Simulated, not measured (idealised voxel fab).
Presented below is a process module, voxel air gaps.
Cross-sectional view cut (width: 300 nm; square cell size: 5 nm).
Cross-section format: a grid of square cells, given as bands from top to bottom; each band is one or more rows of cells.
Each band's line starts with the height of the band's top and of its bottom, in nm. Then come its materials from left to right, each with its width in nm. One material with "edge to edge" fills the band from edge to edge. "blank" is empty space.
Basically, 0 is our baseline, since under it the wafer straight out of the box is all one material. The bottom band has no lower end and keeps on going down, so it looks like "0 and below".
Width spec "30->40" -> top row of cells at first value, bottom row at second value, equal per-row change in between.
Take "nothing altered" at face value: in the step it is given for, the cross-section changed in none of its cells.
In the "closed voids" entry, you get each enclosed empty space of 8 cells or more, one with no open way to the top, written width x height at distance, distance from the left edge, in nm.
Read whatever lies past the settings on a step's line as the simulator's own remark about the step.
overlay nm: on a step with a mask, how far right of its planned place the mask lay; negative means left.

# So here's the lineup of process steps we planned
1,RECEIVE with material Si
2,CONFORMAL_DEP with material SiO2, thk nm 10
3,CONFORMAL_DEP with material SiN, thk nm 5
4,DIRECTIONAL_DEP with material lowk, thk nm 40
5,MASKED_ETCH with tone open, mask id LINES, width nm 15, pitch nm 45, etch materials lowk, depth nm 40, overlay nm 0
6,CONFORMAL_DEP with material TiN, thk nm 5
7,FILL_DEP with material Ru, thk nm 10
8,CMP with height nm 55
9,EPI with material Ru, thk nm 10
10,SELECTIVE_ETCH with etch materials lowk, depth nm 50
11,CONFORMAL_DEP with material SiN, thk nm 5

# First wafer of two (run as planned)

# Cross-section, incoming material, after step 1
0 and below  Si edge to edge
closed voids: none

# Cross-sectional representation of the wafer at the conclusion of step 2
10 down to 0  SiO2 edge to edge
Rest of section, below 0: as before.

# Cross-sectional representation of the wafer at the conclusion of step 3
15 down to 10  SiN edge to edge
Rest of section, below 10: as before.

# Cross-sectional representation of the wafer at the conclusion of step 4
55 down to 15  lowk edge to edge
Rest of section, below 15: as before.

# Cross-sectional representation of the wafer at the conclusion of step 5
55 down to 15  lowk=95  blank=15  lowk=30  blank=15  lowk=30  blank=15  lowk=100
Rest of section, below 15: as before.

# Cross-sectional representation of the wafer at the conclusion of step 6
60 down to 55  TiN=100  blank=5  TiN=40  blank=5  TiN=40  blank=5  TiN=105
55 down to 20  lowk=95  TiN=5  blank=5  TiN=5  lowk=30  TiN=5  blank=5  TiN=5  lowk=30  TiN=5  blank=5  TiN=5  lowk=100
20 down to 15  lowk=95  TiN=15  lowk=30  TiN=15  lowk=30  TiN=15  lowk=100
Rest of section, below 15: as before.

# Cross-sectional representation of the wafer at the conclusion of step 7
70 down to 60  Ru edge to edge
60 down to 55  TiN=100  Ru=5  TiN=40  Ru=5  TiN=40  Ru=5  TiN=105
55 down to 20  lowk=95  TiN=5  Ru=5  TiN=5  lowk=30  TiN=5  Ru=5  TiN=5  lowk=30  TiN=5  Ru=5  TiN=5  lowk=100
Rest of section, below 20: as before.

# Cross-sectional representation of the wafer at the conclusion of step 8
55 down to 20  lowk=95  TiN=5  Ru=5  TiN=5  lowk=30  TiN=5  Ru=5  TiN=5  lowk=30  TiN=5  Ru=5  TiN=5  lowk=100
Rest of section, below 20: as before.

# Cross-sectional representation of the wafer at the conclusion of step 9
65 down to 55  blank=85  Ru=35  blank=10  Ru=35  blank=10  Ru=35  blank=90
Rest of section, below 55: as before.

# Cross-sectional representation of the wafer at the conclusion of step 10
65 down to 55  blank=85  Ru=35  blank=10  Ru=35  blank=10  Ru=35  blank=90
55 down to 20  blank=95  TiN=5  Ru=5  TiN=5  blank=30  TiN=5  Ru=5  TiN=5  blank=30  TiN=5  Ru=5  TiN=5  blank=100
20 down to 15  blank=95  TiN=15  blank=30  TiN=15  blank=30  TiN=15  blank=100
Rest of section, below 15: as before.

# Cross-sectional representation of the wafer at the conclusion of step 11
70 down to 65  blank=80  SiN=135  blank=85
65 down to 55  blank=80  SiN=5  Ru=35  SiN=10  Ru=35  SiN=10  Ru=35  SiN=5  blank=85
55 down to 50  blank=80  SiN=15  TiN=5  Ru=5  TiN=5  SiN=30  TiN=5  Ru=5  TiN=5  SiN=30  TiN=5  Ru=5  TiN=5  SiN=15  blank=85
50 down to 20  blank=90  SiN=5  TiN=5  Ru=5  TiN=5  SiN=5  blank=20  SiN=5  TiN=5  Ru=5  TiN=5  SiN=5  blank=20  SiN=5  TiN=5  Ru=5  TiN=5  SiN=5  blank=95
20 down to 15  SiN=95  TiN=15  SiN=30  TiN=15  SiN=30  TiN=15  SiN=100
Rest of section, below 15: as before.
closed voids: 20 x 30 at 115; 20 x 30 at 160

# Second wafer, same starting state and plan as the first, one mistake in the run, identical through step 2

Planned end of step 3: second wafer, cross-section: nothing altered

# Planned end of step 4: second wafer, cross-section
50 down to 10  lowk edge to edge
Rest of section, below 10: as before.

# Planned end of step 5: second wafer, cross-section
50 down to 10  lowk=95  blank=15  lowk=30  blank=15  lowk=30  blank=15  lowk=100
Rest of section, below 10: as before.

# Planned end of step 6: second wafer, cross-section
55 down to 50  TiN=100  blank=5  TiN=40  blank=5  TiN=40  blank=5  TiN=105
50 down to 15  lowk=95  TiN=5  blank=5  TiN=5  lowk=30  TiN=5  blank=5  TiN=5  lowk=30  TiN=5  blank=5  TiN=5  lowk=100
15 down to 10  lowk=95  TiN=15  lowk=30  TiN=15  lowk=30  TiN=15  lowk=100
Rest of section, below 10: as before.

# Planned end of step 7: second wafer, cross-section
65 down to 55  Ru edge to edge
55 down to 50  TiN=100  Ru=5  TiN=40  Ru=5  TiN=40  Ru=5  TiN=105
50 down to 15  lowk=95  TiN=5  Ru=5  TiN=5  lowk=30  TiN=5  Ru=5  TiN=5  lowk=30  TiN=5  Ru=5  TiN=5  lowk=100
Rest of section, below 15: as before.

# Planned end of step 8: second wafer, cross-section
55 down to 50  TiN=100  Ru=5  TiN=40  Ru=5  TiN=40  Ru=5  TiN=105
Rest of section, below 50: as before.

# Planned end of step 9: second wafer, cross-section
65 down to 55  Ru edge to edge
Rest of section, below 55: as before.

Planned end of step 10: second wafer, cross-section: nothing altered

# Planned end of step 11: second wafer, cross-section
70 down to 65  SiN edge to edge
Rest of section, below 65: as before.
Deviation noted in wafer processing: with respect to the plan, step 3 was omitted and not executed
In the final state, the cell counts of the second wafer exceed or fall short of those of the first for the following materials: 81 more of Ru, 144 fewer of SiN, 57 more of TiN, 408 more of lowk
Final closed voids: first wafer 2, second wafer 0.
